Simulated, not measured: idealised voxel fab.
The name of this process module is voxel air gaps.
cross-section cut | 285 nm wide | cells 5 nm
We lay out every cross-section as a grid of square cells and spell it out in bands from the top down, where one band means one or more rows of cells. Per band: top height and bottom height in nm, followed by the left-to-right materials and their widths in nm; "all across" marks a single material spanning edge to edge, "empty" marks empty space. The reference from which all heights are counted is 0, the level beneath which the as-received wafer is entirely one material; the lowest band, having no lower bound, proceeds downward and is written after the example "0 nm and below". The notation "30->40" denotes a width that varies across the rows of cells in the band, beginning at the first number in the top row, finishing at the second number in the bottom row, and changing by an identical amount from each row to the next. Any step labelled "stayed the same" changed none of the cells in the cross-section. "Closed void listing" means: voids of 8 cells or more that are shut off from the top with no open way through. Written width x height at distance, distance from the left edge, in nm. Heads up: the bit after the settings on a step's line is the simulator's remark on that step. Each step line may optionally specify "overlay nm", which for a step with a mask gives the rightward distance between the mask's planned place and where it lay, a negative value indicating the leftward direction.
Steps in the process plan:
1 RECEIVE with material Si
2 CONFORMAL_DEP with material SiO2, thk nm 15
3 CONFORMAL_DEP with material SiN, thk nm 5
4 DIRECTIONAL_DEP with material lowk, thk nm 30
5 MASKED_ETCH with tone open, mask id LINES, width nm 20, pitch nm 50, etch materials lowk, depth nm 30, overlay nm 0
6 CONFORMAL_DEP with material TiN, thk nm 5
7 FILL_DEP with material Cu, thk nm 10
8 CMP with height nm 50
9 EPI with material Ru, thk nm 10
10 SELECTIVE_ETCH with etch materials lowk, depth nm 40
11 CONFORMAL_DEP with material SiCN, thk nm 5
Cross-section: wafer on arrival = after step 1:
    0 nm and below  Si all across
    Closed void listing: none
Same starting wafer, same plan as above, one mistake in the execution; this is the cross-section at the end of the module:
    65 nm to 60 nm  empty=40, SiCN=200, empty=45
    60 nm to 50 nm  empty=40, SiCN=5, Ru=40, SiCN=10, Ru=40, SiCN=10, Ru=40, SiCN=10, Ru=40, SiCN=5, empty=45
    50 nm to 45 nm  empty=40, SiCN=15, TiN=5, Cu=10, TiN=5, SiCN=30, TiN=5, Cu=10, TiN=5, SiCN=30, TiN=5, Cu=10, TiN=5, SiCN=30, TiN=5, Cu=10, TiN=5, SiCN=15, empty=45
    45 nm to 30 nm  empty=50, SiCN=5, TiN=5, Cu=10, TiN=5, SiCN=5, empty=20, SiCN=5, TiN=5, Cu=10, TiN=5, SiCN=5, empty=20, SiCN=5, TiN=5, Cu=10, TiN=5, SiCN=5, empty=20, SiCN=5, TiN=5, Cu=10, TiN=5, SiCN=5, empty=55
    30 nm to 25 nm  SiCN=55, TiN=20, SiCN=30, TiN=20, SiCN=30, TiN=20, SiCN=30, TiN=20, SiCN=60
    25 nm to 20 nm  SiN all across
    20 nm to 0 nm  SiO2 all across
    0 nm and below  Si all across
    Closed void listing: 20 x 15 at 80; 20 x 15 at 130; 20 x 15 at 180
Heads up, the wafer didn't run the way we planned it: step 2 went in with a setting other than planned; the actual run was CONFORMAL_DEP with material SiO2, thk nm 20
